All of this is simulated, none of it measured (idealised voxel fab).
Process module under the name voxel ribs on slabs
Displayed cross-section: cut, width of 220 nm, square cells sized 5 nm.
In what follows, cross-sections appear as grids of square cells, described through bands that run from the top down, where every band is one or more rows of cells. Band: top height; bottom height; in nm. Then, left to right: material with width in nm, for each material. "everywhere": a single material spanning edge to edge. "empty": empty space. Basically, 0 is our baseline, since under it the wafer straight out of the box is all one material. The bottom band has no lower end and keeps on going down, so it looks like "0 -> down". Read "30 to 40" as a graded width: first number on top, second number at the bottom, same change between each pair of neighbouring rows. A step reported as "no modifications" is a step in which no cell of the cross-section changed. What "Enclosed empty spaces" gives you is every empty space of 8 cells or more that is cut off from the top. Each appears as width x height at distance, with the distance taken from the left edge and width, height and distance all in nm. Read whatever lies past the settings on a step's line as the simulator's own remark about the step. "overlay nm" denotes, for a step that has a mask, the displacement of the mask to the right of its planned place, with negative values corresponding to the left.
# Process steps (planned)
| 1 | RECEIVE,material Si |
| 2 | DIRECTIONAL_DEP,material SiO2,thk nm 20 |
| 3 | DIRECTIONAL_DEP,material polySi,thk nm 25 |
| 4 | PATTERN,tone cover,mask id RIB,material resist,width nm 25,thk nm 20,overlay nm 0 |
| 5 | DIRECTIONAL_ETCH,etch materials polySi,depth nm 5 |
| 6 | STRIP,etch materials resist |
| 7 | MASKED_ETCH,tone cover,mask id SLAB,width nm 75,etch materials polySi,depth nm 20,overlay nm 0 |
| 8 | FILL_DEP,material SiO2,thk nm 20 |
| 9 | CMP,height nm 55 |
| 10 | DIRECTIONAL_DEP,material W,thk nm 10 |
| 11 | DIRECTIONAL_DEP,material aC,thk nm 10 |
| 12 | PATTERN,tone cover,mask id HEATER,material resist,width nm 35,thk nm 30,overlay nm 0 |
| 13 | DIRECTIONAL_ETCH,etch materials aC,depth nm 10 |
| 14 | STRIP,etch materials resist |
| 15 | DIRECTIONAL_ETCH,etch materials W,depth nm 10 |
| 16 | STRIP,etch materials aC |
| 17 | CONFORMAL_DEP,material SiN,thk nm 5 |
# Cross-section of the wafer as it came to us, i.e., already through step 1
> 0 -> down: Si everywhere
> Enclosed empty spaces: none
# Here's the wafer cut in cross-section after the module, started and planned just like above, except one thing was done wrong in the run
> 70 -> 65: 85 nm empty | 45 nm SiN | 90 nm empty
> 65 -> 60: 85 nm empty | 5 nm SiN | 35 nm W | 5 nm SiN | 90 nm empty
> 60 -> 55: 90 nm SiN | 35 nm W | 95 nm SiN
> 55 -> 45: SiO2 everywhere
> 45 -> 40: 95 nm SiO2 | 25 nm polySi | 100 nm SiO2
> 40 -> 20: 75 nm SiO2 | 75 nm polySi | 70 nm SiO2
> 20 -> 0: SiO2 everywhere
> 0 -> down: Si everywhere
> Enclosed empty spaces: none
Deviation from plan: step 7 ran with different settings than intended, the actual operation and settings being MASKED_ETCH,tone cover,mask id SLAB,width nm 75,etch materials polySi,depth nm 20,overlay nm 5
